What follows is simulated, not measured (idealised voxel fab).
The following process module bears the name voxel trench capacitor.
FYI the section here is cut, 205 nm wide, cells are 5 nm squares.
For the purposes of this document, a cross-section shall be understood as a grid of square cells, specified as bands listed in top-to-bottom order, each band consisting of one or more rows of cells.
A band entry consists of two parts. The first gives the height of the band's top and the height of its bottom, in nm. The rest lists the band's materials from left to right, each with its width in nm. A single material labelled with the word "full width" fills the band from edge to edge, and the word "empty" marks empty space.
Basically, 0 is our baseline, since under it the wafer straight out of the box is all one material. The bottom band has no lower end and keeps on going down, so it looks like "top 0, no bottom".
Think of "30 to 40" as a width that walks from the first number to the second as you go down the band, top row to bottom row, taking equal-sized steps from row to row.
"nothing different" means the step left every cell of the cross-section as it was.
In "Encapsulated voids" the enclosed voids are listed, meaning empty spaces of 8 cells or larger without any opening to the top. The form is width x height at distance, distance from the left edge, units nm.
What comes after the settings on a step's line is commentary from the simulator itself on that step.
overlay nm: right-of-plan distance of the mask on a masked step; negative values mean left-of-plan.

Set out below are the planned steps of the process:
1. RECEIVE (material Si)
2. CONFORMAL_DEP (material SiN; thk nm 5)
3. DIRECTIONAL_DEP (material aC; thk nm 10)
4. PATTERN (tone open; mask id TRENCH; material resist; width nm 20; pitch nm 50; thk nm 30; overlay nm 0)
5. DIRECTIONAL_ETCH (etch materials aC; depth nm 10)
6. STRIP (etch materials resist)
7. DIRECTIONAL_ETCH (etch materials SiN; depth nm 5)
8. DIRECTIONAL_ETCH (etch materials Si; depth nm 25)
9. STRIP (etch materials aC)
10. CONFORMAL_DEP (material Al2O3; thk nm 5)
11. FILL_DEP (material polySi; thk nm 5)
12. CMP (height nm 5)

The cross-section here shows the wafer as received, i.e. in its state after step 1:
* top 0, no bottom = Si full width
* Encapsulated voids: none

Cross-section taken at module completion on the first of two wafers; processed per the plan:
* top 5, bottom 0 = 65 of SiN, then 5 of Al2O3, then 10 of polySi, then 5 of Al2O3, then 30 of SiN, then 5 of Al2O3, then 10 of polySi, then 5 of Al2O3, then 70 of SiN
* top 0, bottom -20 = 65 of Si, then 5 of Al2O3, then 10 of polySi, then 5 of Al2O3, then 30 of Si, then 5 of Al2O3, then 10 of polySi, then 5 of Al2O3, then 70 of Si
* top -20, bottom -25 = 65 of Si, then 20 of Al2O3, then 30 of Si, then 20 of Al2O3, then 70 of Si
* top -25, no bottom = Si full width
* Encapsulated voids: none

Cross-section of the latter of the two wafers at module completion. It had an identical start and an identical plan to the former; in running it, one mistake was made:
* top 5, bottom 0 = 65 of SiN, then 5 of Al2O3, then 10 of polySi, then 5 of Al2O3, then 30 of SiN, then 5 of Al2O3, then 10 of polySi, then 5 of Al2O3, then 70 of SiN
* top 0, bottom -45 = 65 of Si, then 5 of Al2O3, then 10 of polySi, then 5 of Al2O3, then 30 of Si, then 5 of Al2O3, then 10 of polySi, then 5 of Al2O3, then 70 of Si
* top -45, bottom -50 = 65 of Si, then 20 of Al2O3, then 30 of Si, then 20 of Al2O3, then 70 of Si
* top -50, no bottom = Si full width
* Encapsulated voids: none
Diagnosis: step 8, plan: ran twice
Bottom line after processing is that, in cells, the second wafer is up or down on some materials versus the first: Al2O3 +20 | Si -40 | polySi +20
